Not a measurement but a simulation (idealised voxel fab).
process module | voxel self aligned vias
cross-section cut | 285 nm wide | cells 5 nm
A cross-section is a grid of square cells, given in bands from the top down. A band is one or more rows of cells.
Each band's line starts with the height of the band's top and of its bottom, in nm. Then come its materials from left to right, each with its width in nm. One material with "throughout" fills the band from edge to edge. "air" is empty space.
Height 0 is the level under which the wafer as received is all one material. The lowest band goes on downwards, as in "0 down".
A width such as "30 to 40" changes by the same amount from each row of cells to the next, from the band's top row to its bottom row.
"no change" after a step means that no cell of the cross-section changed.
closed voids: empty space of 8 cells or more with no open way to the top, each as width x height at its distance from the left edge, in nm
after a step's settings: what the simulator itself notes on the step
overlay nm, on a step with a mask: how far to the right of its planned place the mask lay; to the left if negative
plan
1 op RECEIVE | material Si
2 op CONFORMAL_DEP | material SiO2 | thk nm 10
3 op CONFORMAL_DEP | material SiCN | thk nm 5
4 op DIRECTIONAL_DEP | material SiO2 | thk nm 30
5 op MASKED_ETCH | tone open | mask id LINES | width nm 25 | pitch nm 60 | etch materials SiO2 | depth nm 30 | overlay nm 0
6 op CONFORMAL_DEP | material TiN | thk nm 5
7 op FILL_DEP | material Ru | thk nm 5
8 op CMP | height nm 45
9 op SELECTIVE_ETCH | etch materials W Ru TiN | depth nm 10
10 op FILL_DEP | material SiN | thk nm 5
11 op CMP | height nm 45
12 op DIRECTIONAL_DEP | material SiO2 | thk nm 20
13 op DIRECTIONAL_DEP | material aC | thk nm 10
14 op PATTERN | tone open | mask id VIAS | material resist | width nm 45 | pitch nm 60 | thk nm 30 | overlay nm 0
15 op DIRECTIONAL_ETCH | etch materials aC | depth nm 10
16 op STRIP | etch materials resist
17 op DIRECTIONAL_ETCH | etch materials SiO2 | depth nm 20
18 op DIRECTIONAL_ETCH | etch materials SiN | depth nm 10
19 op STRIP | etch materials aC
20 op CONFORMAL_DEP | material TiN | thk nm 5
21 op FILL_DEP | material Ru | thk nm 10
22 op CMP | height nm 65
23 op CONFORMAL_DEP | material SiCN | thk nm 5
first wafer, as planned
as received, after step 1
  0 down: Si throughout
  closed voids: none
after step 2
  10 to 0: SiO2 throughout
  below 0: unchanged
after step 3
  15 to 10: SiCN throughout
  below 10: unchanged
after step 4
  45 to 15: SiO2 throughout
  below 15: unchanged
after step 5
  45 to 15: SiO2 100 | air 25 | SiO2 35 | air 25 | SiO2 100
  below 15: unchanged
after step 6
  50 to 45: TiN 105 | air 15 | TiN 45 | air 15 | TiN 105
  45 to 20: SiO2 100 | TiN 5 | air 15 | TiN 5 | SiO2 35 | TiN 5 | air 15 | TiN 5 | SiO2 100
  20 to 15: SiO2 100 | TiN 25 | SiO2 35 | TiN 25 | SiO2 100
  below 15: unchanged
after step 7
  55 to 50: Ru throughout
  50 to 45: TiN 105 | Ru 15 | TiN 45 | Ru 15 | TiN 105
  45 to 20: SiO2 100 | TiN 5 | Ru 15 | TiN 5 | SiO2 35 | TiN 5 | Ru 15 | TiN 5 | SiO2 100
  below 20: unchanged
after step 8
  45 to 20: SiO2 100 | TiN 5 | Ru 15 | TiN 5 | SiO2 35 | TiN 5 | Ru 15 | TiN 5 | SiO2 100
  below 20: unchanged
after step 9
  45 to 35: SiO2 100 | air 25 | SiO2 35 | air 25 | SiO2 100
  below 35: unchanged
after step 10
  50 to 45: SiN throughout
  45 to 35: SiO2 100 | SiN 25 | SiO2 35 | SiN 25 | SiO2 100
  below 35: unchanged
after step 11
  45 to 35: SiO2 100 | SiN 25 | SiO2 35 | SiN 25 | SiO2 100
  below 35: unchanged
after step 12
  65 to 45: SiO2 throughout
  below 45: unchanged
after step 13
  75 to 65: aC throughout
  below 65: unchanged
after step 14
  105 to 75: resist 90 | air 45 | resist 15 | air 45 | resist 90
  below 75: unchanged
after step 15
  95 to 75: resist 90 | air 45 | resist 15 | air 45 | resist 90
  75 to 65: aC 90 | air 45 | aC 15 | air 45 | aC 90
  below 65: unchanged
after step 16
  75 to 65: aC 90 | air 45 | aC 15 | air 45 | aC 90
  below 65: unchanged
after step 17
  75 to 65: aC 90 | air 45 | aC 15 | air 45 | aC 90
  65 to 45: SiO2 90 | air 45 | SiO2 15 | air 45 | SiO2 90
  below 45: unchanged
after step 18
  75 to 65: aC 90 | air 45 | aC 15 | air 45 | aC 90
  65 to 45: SiO2 90 | air 45 | SiO2 15 | air 45 | SiO2 90
  45 to 35: SiO2 100 | air 25 | SiO2 35 | air 25 | SiO2 100
  below 35: unchanged
after step 19
  65 to 45: SiO2 90 | air 45 | SiO2 15 | air 45 | SiO2 90
  below 45: unchanged
after step 20
  70 to 65: TiN 95 | air 35 | TiN 25 | air 35 | TiN 95
  65 to 50: SiO2 90 | TiN 5 | air 35 | TiN 5 | SiO2 15 | TiN 5 | air 35 | TiN 5 | SiO2 90
  50 to 40: SiO2 90 to 100 | TiN 15 to 5 | air 15 | TiN 15 to 5 | SiO2 15 to 35 | TiN 15 to 5 | air 15 | TiN 15 to 5 | SiO2 90 to 100
  40 to 35: SiO2 100 | TiN 25 | SiO2 35 | TiN 25 | SiO2 100
  below 35: unchanged
after step 21
  80 to 70: Ru throughout
  70 to 65: TiN 95 | Ru 35 | TiN 25 | Ru 35 | TiN 95
  65 to 50: SiO2 90 | TiN 5 | Ru 35 | TiN 5 | SiO2 15 | TiN 5 | Ru 35 | TiN 5 | SiO2 90
  50 to 40: SiO2 90 to 100 | TiN 15 to 5 | Ru 15 | TiN 15 to 5 | SiO2 15 to 35 | TiN 15 to 5 | Ru 15 | TiN 15 to 5 | SiO2 90 to 100
  below 40: unchanged
after step 22
  65 to 50: SiO2 90 | TiN 5 | Ru 35 | TiN 5 | SiO2 15 | TiN 5 | Ru 35 | TiN 5 | SiO2 90
  below 50: unchanged
after step 23
  70 to 65: SiCN throughout
  below 65: unchanged
second wafer: like start, like plan, one mistake. Through step 1 it matches the first wafer
when step 2 should have ended
  5 to 0: SiCN throughout
  below 0: unchanged
when step 3 should have ended
  15 to 5: SiO2 throughout
  below 5: unchanged
when step 4 should have ended
  45 to 5: SiO2 throughout
  below 5: unchanged
when step 5 should have ended
  45 to 15: SiO2 100 | air 25 | SiO2 35 | air 25 | SiO2 100
  below 15: unchanged
when step 6 should have ended
  50 to 45: TiN 105 | air 15 | TiN 45 | air 15 | TiN 105
  45 to 20: SiO2 100 | TiN 5 | air 15 | TiN 5 | SiO2 35 | TiN 5 | air 15 | TiN 5 | SiO2 100
  20 to 15: SiO2 100 | TiN 25 | SiO2 35 | TiN 25 | SiO2 100
  below 15: unchanged
when step 7 should have ended
  55 to 50: Ru throughout
  50 to 45: TiN 105 | Ru 15 | TiN 45 | Ru 15 | TiN 105
  45 to 20: SiO2 100 | TiN 5 | Ru 15 | TiN 5 | SiO2 35 | TiN 5 | Ru 15 | TiN 5 | SiO2 100
  below 20: unchanged
when step 8 should have ended
  45 to 20: SiO2 100 | TiN 5 | Ru 15 | TiN 5 | SiO2 35 | TiN 5 | Ru 15 | TiN 5 | SiO2 100
  below 20: unchanged
when step 9 should have ended
  45 to 35: SiO2 100 | air 25 | SiO2 35 | air 25 | SiO2 100
  below 35: unchanged
when step 10 should have ended
  50 to 45: SiN throughout
  45 to 35: SiO2 100 | SiN 25 | SiO2 35 | SiN 25 | SiO2 100
  below 35: unchanged
when step 11 should have ended
  45 to 35: SiO2 100 | SiN 25 | SiO2 35 | SiN 25 | SiO2 100
  below 35: unchanged
when step 12 should have ended
  65 to 45: SiO2 throughout
  below 45: unchanged
when step 13 should have ended
  75 to 65: aC throughout
  below 65: unchanged
when step 14 should have ended
  105 to 75: resist 90 | air 45 | resist 15 | air 45 | resist 90
  below 75: unchanged
when step 15 should have ended
  95 to 75: resist 90 | air 45 | resist 15 | air 45 | resist 90
  75 to 65: aC 90 | air 45 | aC 15 | air 45 | aC 90
  below 65: unchanged
when step 16 should have ended
  75 to 65: aC 90 | air 45 | aC 15 | air 45 | aC 90
  below 65: unchanged
when step 17 should have ended
  75 to 65: aC 90 | air 45 | aC 15 | air 45 | aC 90
  65 to 45: SiO2 90 | air 45 | SiO2 15 | air 45 | SiO2 90
  below 45: unchanged
when step 18 should have ended
  75 to 65: aC 90 | air 45 | aC 15 | air 45 | aC 90
  65 to 45: SiO2 90 | air 45 | SiO2 15 | air 45 | SiO2 90
  45 to 35: SiO2 100 | air 25 | SiO2 35 | air 25 | SiO2 100
  below 35: unchanged
when step 19 should have ended
  65 to 45: SiO2 90 | air 45 | SiO2 15 | air 45 | SiO2 90
  below 45: unchanged
when step 20 should have ended
  70 to 65: TiN 95 | air 35 | TiN 25 | air 35 | TiN 95
  65 to 50: SiO2 90 | TiN 5 | air 35 | TiN 5 | SiO2 15 | TiN 5 | air 35 | TiN 5 | SiO2 90
  50 to 40: SiO2 90 to 100 | TiN 15 to 5 | air 15 | TiN 15 to 5 | SiO2 15 to 35 | TiN 15 to 5 | air 15 | TiN 15 to 5 | SiO2 90 to 100
  40 to 35: SiO2 100 | TiN 25 | SiO2 35 | TiN 25 | SiO2 100
  below 35: unchanged
when step 21 should have ended
  80 to 70: Ru throughout
  70 to 65: TiN 95 | Ru 35 | TiN 25 | Ru 35 | TiN 95
  65 to 50: SiO2 90 | TiN 5 | Ru 35 | TiN 5 | SiO2 15 | TiN 5 | Ru 35 | TiN 5 | SiO2 90
  50 to 40: SiO2 90 to 100 | TiN 15 to 5 | Ru 15 | TiN 15 to 5 | SiO2 15 to 35 | TiN 15 to 5 | Ru 15 | TiN 15 to 5 | SiO2 90 to 100
  below 40: unchanged
when step 22 should have ended
  65 to 50: SiO2 90 | TiN 5 | Ru 35 | TiN 5 | SiO2 15 | TiN 5 | Ru 35 | TiN 5 | SiO2 90
  below 50: unchanged
when step 23 should have ended
  70 to 65: SiCN throughout
  below 65: unchanged
what went wrong: steps 2 and 3 were swapped
at the end the second wafer has, in cells: as many of each material as the first, in other places
